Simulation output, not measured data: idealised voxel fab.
process module | voxel plated lines
cross-section cut | 270 nm wide | cells 5 nm
A cross-section is a grid of square cells, given in bands from the top down. A band is one or more rows of cells.
Each band's line starts with the height of the band's top and of its bottom, in nm. Then come its materials from left to right, each with its width in nm. One material with "throughout" fills the band from edge to edge. "air" is empty space.
Height 0 is the level under which the wafer as received is all one material. The lowest band goes on downwards, as in "0 down".
A width such as "30 to 40" changes by the same amount from each row of cells to the next, from the band's top row to its bottom row.
"no change" after a step means that no cell of the cross-section changed.
closed voids: empty space of 8 cells or more with no open way to the top, each as width x height at its distance from the left edge, in nm
after a step's settings: what the simulator itself notes on the step
overlay nm, on a step with a mask: how far to the right of its planned place the mask lay; to the left if negative
plan
1 op RECEIVE | material Si
2 op CONFORMAL_DEP | material SiO2 | thk nm 15
3 op DIRECTIONAL_DEP | material TiN | thk nm 5
4 op PATTERN | tone open | mask id LINES | material resist | width nm 15 | pitch nm 40 | thk nm 25 | overlay nm 0
5 op EPI | material Ru | thk nm 5
6 op EPI | material Ru | thk nm 10
7 op STRIP | etch materials resist
8 op DIRECTIONAL_ETCH | etch materials TiN | depth nm 5
9 op CONFORMAL_DEP | material SiCN | thk nm 5
as received, after step 1
  0 down: Si throughout
  closed voids: none
a wafer at the end: this start, this plan, one mistake
  25 to 20: air 60 | SiCN 25 | air 15 | SiCN 25 | air 15 | SiCN 25 | air 15 | SiCN 25 | air 65
  20 to 5: air 60 | SiCN 5 | Ru 15 | SiCN 5 | air 15 | SiCN 5 | Ru 15 | SiCN 5 | air 15 | SiCN 5 | Ru 15 | SiCN 5 | air 15 | SiCN 5 | Ru 15 | SiCN 5 | air 65
  5 to 0: SiCN 65 | TiN 15 | SiCN 25 | TiN 15 | SiCN 25 | TiN 15 | SiCN 25 | TiN 15 | SiCN 70
  0 down: Si throughout
  closed voids: none
what went wrong: step 2 was left out
